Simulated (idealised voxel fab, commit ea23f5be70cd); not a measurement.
process module | voxel transistor to metal
cross-section cut | 185 nm wide | cells 5 nm
A cross-section is a grid of square cells, given in bands from the top down. A band is one or more rows of cells.
Each band's line starts with the height of the band's top and of its bottom, in nm. Then come its materials from left to right, each with its width in nm. One material with "throughout" fills the band from edge to edge. "air" is empty space.
Height 0 is the level under which the wafer as received is all one material. The lowest band goes on downwards, as in "0 down".
A width such as "30 to 40" changes by the same amount from each row of cells to the next, from the band's top row to its bottom row.
"no change" after a step means that no cell of the cross-section changed.
closed voids: empty space of 8 cells or more with no open way to the top, each as width x height at its distance from the left edge, in nm
after a step's settings: what the simulator itself notes on the step
overlay nm, on a step with a mask: how far to the right of its planned place the mask lay; to the left if negative
plan
1 op RECEIVE | material Si
2 op OXIDIZE | depth nm 5
3 op CONFORMAL_DEP | material SiN | thk nm 10
4 op DIRECTIONAL_DEP | material aC | thk nm 10
5 op PATTERN | tone cover | mask id ACTIVE | material resist | width nm 120 | thk nm 25 | overlay nm 0
6 op DIRECTIONAL_ETCH | etch materials aC | depth nm 10
7 op STRIP | etch materials resist
8 op DIRECTIONAL_ETCH | etch materials SiN | depth nm 10
9 op DIRECTIONAL_ETCH | etch materials SiO2 | depth nm 5
10 op DIRECTIONAL_ETCH | etch materials Si | depth nm 20
11 op STRIP | etch materials aC
12 op OXIDIZE | depth nm 5
13 op FILL_DEP | material SiO2 | thk nm 5
14 op CMP | height nm 10
15 op SELECTIVE_ETCH | etch materials SiO2 | depth nm 5
16 op STRIP | etch materials SiN
17 op SELECTIVE_ETCH | etch materials SiO2 | depth nm 5
18 op OXIDIZE | depth nm 5
19 op DIRECTIONAL_DEP | material polySi | thk nm 25
20 op DIRECTIONAL_DEP | material SiCN | thk nm 10
21 op PATTERN | tone cover | mask id GATE | material resist | width nm 30 | thk nm 15 | overlay nm 0
22 op DIRECTIONAL_ETCH | etch materials SiCN | depth nm 20
23 op DIRECTIONAL_ETCH | etch materials polySi | depth nm 35
24 op STRIP | etch materials resist
25 op CONFORMAL_DEP | material SiO2 | thk nm 5
26 op DIRECTIONAL_ETCH | etch materials SiO2 | depth nm 5
27 op CONFORMAL_DEP | material SiN | thk nm 5
28 op DIRECTIONAL_ETCH | etch materials SiN | depth nm 5
29 op DIRECTIONAL_ETCH | etch materials SiO2 | depth nm 5
30 op DIRECTIONAL_ETCH | etch materials Si | depth nm 5
31 op EPI | material SiGe | thk nm 5
32 op FILL_DEP | material SiO2 | thk nm 5
33 op CMP | height nm 20
34 op STRIP | etch materials polySi
35 op SELECTIVE_ETCH | etch materials SiO2 | depth nm 5
36 op CONFORMAL_DEP | material HfO2 | thk nm 5
37 op CONFORMAL_DEP | material TiN | thk nm 5
38 op FILL_DEP | material W | thk nm 5
39 op CMP | height nm 15
40 op DIRECTIONAL_DEP | material SiO2 | thk nm 15
41 op PATTERN | tone open | mask id CONTACT | material resist | width nm 15 | pitch nm 85 | thk nm 15 | overlay nm 0
42 op DIRECTIONAL_ETCH | etch materials SiO2 | depth nm 40
43 op STRIP | etch materials resist
44 op CONFORMAL_DEP | material TiN | thk nm 5
45 op FILL_DEP | material Ru | thk nm 10
46 op CMP | height nm 30
47 op CONFORMAL_DEP | material SiN | thk nm 5
48 op DIRECTIONAL_DEP | material SiO2 | thk nm 25
49 op PATTERN | tone open | mask id METAL_1 | material resist | width nm 15 | pitch nm 85 | thk nm 20 | overlay nm 0
50 op DIRECTIONAL_ETCH | etch materials SiO2 | depth nm 25
51 op DIRECTIONAL_ETCH | etch materials SiN | depth nm 5
52 op STRIP | etch materials resist
53 op CONFORMAL_DEP | material TiN | thk nm 5
54 op FILL_DEP | material Cu | thk nm 10
55 op CMP | height nm 60
56 op CONFORMAL_DEP | material SiCN | thk nm 5
as received, after step 1
  0 down: Si throughout
  closed voids: none
a wafer at the end: this start, this plan, one mistake
  65 to 60: SiCN throughout
  60 to 55: SiN 40 | TiN 15 | SiN 70 | TiN 15 | SiN 45
  55 to 30: SiO2 throughout
  30 to 15: SiO2 40 | TiN 5 | Ru 5 | TiN 5 | SiO2 70 | TiN 5 | Ru 5 | TiN 5 | SiO2 45
  15 to 0: SiO2 40 | TiN 5 | Ru 5 | TiN 5 | SiO2 10 | SiN 5 | HfO2 5 | TiN 5 | W 20 | TiN 5 | HfO2 5 | SiN 5 | SiO2 10 | TiN 5 | Ru 5 | TiN 5 | SiO2 45
  0 to -5: SiO2 30 | SiN 5 | SiO2 5 | TiN 5 | Ru 5 | TiN 5 | SiO2 10 | SiN 5 | HfO2 5 | TiN 30 | HfO2 5 | SiN 5 | SiO2 10 | TiN 5 | Ru 5 | TiN 5 | SiO2 5 | SiN 5 | SiO2 35
  -5 to -10: SiO2 40 | TiN 15 | SiO2 5 | SiGe 5 | SiO2 5 | HfO2 40 | SiO2 5 | SiGe 5 | SiO2 5 | TiN 15 | SiO2 45
  -10 to -15: SiO2 35 | SiGe 30 | Si 50 | SiGe 30 | SiO2 40
  -15 to -30: SiO2 35 | Si 110 | SiO2 40
  -30 down: Si throughout
  closed voids: none
what went wrong: steps 47 and 48 were swapped
